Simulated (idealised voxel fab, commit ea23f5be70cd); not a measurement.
Proc. module: voxel local oxidation
Xsec cut, 230 nm wide, square cell size 5 nm.
Cross-section spec: square-cell grid; bands listed top down; each band is one or more rows. Band: top height; bottom height; in nm. Then, left to right: material with width in nm, for each material. "throughout": a single material spanning edge to edge. "blank": empty space. Note: height 0 marks the level under which the wafer is uniformly one material as received. Lowest band unbounded below, written "0 -> down". With a width like "30->40", each row of cells in the band differs from the next by the same amount, the top row carrying the first number and the bottom row the second. Take "no modification" at face value: in the step it is given for, the cross-section changed in none of its cells. So "Enclosed cavities" is basically the list of trapped voids: any empty space of 8 cells or more that can't reach the top through an opening. They're written width x height at distance, the distance being from the left edge, and it's all nm. Step line, after settings: the simulator's comment on this step. When a step includes a mask, the "overlay nm" setting on its line states how far to the right of its planned place that mask lay, and negative values state how far to the left.
### List of planned process steps
1,RECEIVE,material Si
2,CONFORMAL_DEP,material SiO2,thk nm 5
3,CONFORMAL_DEP,material SiN,thk nm 10
4,PATTERN,tone cover,mask id ACTIVE,material resist,width nm 110,thk nm 20,overlay nm 0
5,DIRECTIONAL_ETCH,etch materials SiN,depth nm 10
6,STRIP,etch materials resist
7,SELECTIVE_ETCH,etch materials SiO2,depth nm 5
8,OXIDIZE,depth nm 10
9,STRIP,etch materials SiN
Be aware that, although all wafers share a common starting state, the depth nm at step 7 differs among them, and the plan displays the first wafer's value.
### So this is the first of several wafers, cross-sectioned as it came to us, meaning it's at the end of step 1
    0 -> down | Si throughout
    Enclosed cavities: none
### Below: a row per wafer. Contents at end of module: for every material, cells gained since receipt (+) or lost since receipt (-); then closed voids
depth nm 5, -60 Si, +80 SiO2, Enclosed cavities: none
depth nm 10, -64 Si, +82 SiO2, Enclosed cavities: none
depth nm 15, -68 Si, +84 SiO2, Enclosed cavities: none
depth nm 20, -72 Si, +86 SiO2, Enclosed cavities: none
